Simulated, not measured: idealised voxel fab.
Process module name: voxel released beams
The width of the displayed cross-section, cut, is 245 nm; its cells are square, with a size of 5 nm.
This document writes a cross-section as a grid whose cells are square, and gives it as bands, listed from the top down; one or more rows of cells form a band.
For a band, the entry starts with two heights in nm, that of the top and then that of the bottom, and carries on with the band's materials in order from left to right, each alongside its width in nm; the word "all across" beside a single material means it fills the band edge to edge, and "empty" means empty space.
Heights are measured from 0, the level below which the as-received wafer is all one material; the lowest band has no bottom and continues downward, written as in "0 nm and below".
When a width is written as two numbers, as in "30 to 40", the first number is the width in the top row of cells of the band and the second is the width in its bottom row, and the width changes by the same amount from each row to the next.
What does "remained unchanged" mean for a step? It means no cell of the cross-section changed in that step.
For the entry "Unvented internal voids", the listed items are empty spaces with no open way to the top whose size is 8 cells or more; each item follows the pattern width x height at distance, where distance is from the left edge and all three are in nm.
That trailing text on a step's line, after the settings, is the simulator's own remark on the step.
overlay nm: where the mask lay relative to plan, measured to the right, on steps with a mask; negatives go left.
### The planned process steps are enumerated hereunder
1,RECEIVE, material Si
2,CONFORMAL_DEP, material Al2O3, thk nm 5
3,DIRECTIONAL_DEP, material SiO2, thk nm 15
4,PATTERN, tone open, mask id ANCHOR, material resist, width nm 45, thk nm 15, overlay nm 0
5,DIRECTIONAL_ETCH, etch materials SiO2, depth nm 15
6,STRIP, etch materials resist
7,CONFORMAL_DEP, material W, thk nm 15
8,PATTERN, tone cover, mask id BEAM, material resist, width nm 105, thk nm 20, overlay nm 0
9,DIRECTIONAL_ETCH, etch materials W, depth nm 15
10,STRIP, etch materials resist
11,STRIP, etch materials SiO2
### First wafer, two in total, run as planned
### As received (post step 1): cross-section
	0 nm and below  Si all across
	Unvented internal voids: none
### So this is the wafer cross-section right after step 2
	5 nm to 0 nm  Al2O3 all across
	Below 0, the layers are the same as they were.
### So this is the wafer cross-section right after step 3
	20 nm to 5 nm  SiO2 all across
	Below 5, the layers are the same as they were.
### So this is the wafer cross-section right after step 4
	35 nm to 20 nm  resist (70), then empty (45), then resist (130)
	Below 20, the layers are the same as they were.
### So this is the wafer cross-section right after step 5
	35 nm to 20 nm  resist (70), then empty (45), then resist (130)
	20 nm to 5 nm  SiO2 (70), then empty (45), then SiO2 (130)
	Below 5, the layers are the same as they were.
### So this is the wafer cross-section right after step 6
	20 nm to 5 nm  SiO2 (70), then empty (45), then SiO2 (130)
	Below 5, the layers are the same as they were.
### So this is the wafer cross-section right after step 7
	35 nm to 20 nm  W (85), then empty (15), then W (145)
	20 nm to 5 nm  SiO2 (70), then W (45), then SiO2 (130)
	Below 5, the layers are the same as they were.
### So this is the wafer cross-section right after step 8
	55 nm to 35 nm  empty (65), then resist (105), then empty (75)
	35 nm to 20 nm  W (85), then resist (15), then W (145)
	Below 20, the layers are the same as they were.
### So this is the wafer cross-section right after step 9
	55 nm to 35 nm  empty (65), then resist (105), then empty (75)
	35 nm to 20 nm  empty (65), then W (20), then resist (15), then W (70), then empty (75)
	Below 20, the layers are the same as they were.
### So this is the wafer cross-section right after step 10
	35 nm to 20 nm  empty (65), then W (20), then empty (15), then W (70), then empty (75)
	Below 20, the layers are the same as they were.
### So this is the wafer cross-section right after step 11
	35 nm to 20 nm  empty (65), then W (20), then empty (15), then W (70), then empty (75)
	20 nm to 5 nm  empty (70), then W (45), then empty (130)
	Below 5, the layers are the same as they were.
### Here the second wafer is described. Its start and its plan were those of the first wafer. Its run contained one mistake. Up to and including step 10, it did exactly what the first wafer did
### Second wafer cross-section, taken as of the time the plan sets for step 11 to be done
	20 nm to 5 nm  SiO2 (70), then empty (45), then SiO2 (130)
	Below 5, the layers are the same as they were.
Diagnosis: step 11 was not run as planned; what actually ran was STRIP, etch materials W
End check, counted in cells, second wafer has more or fewer of these materials than the first: +120 SiO2, -81 W
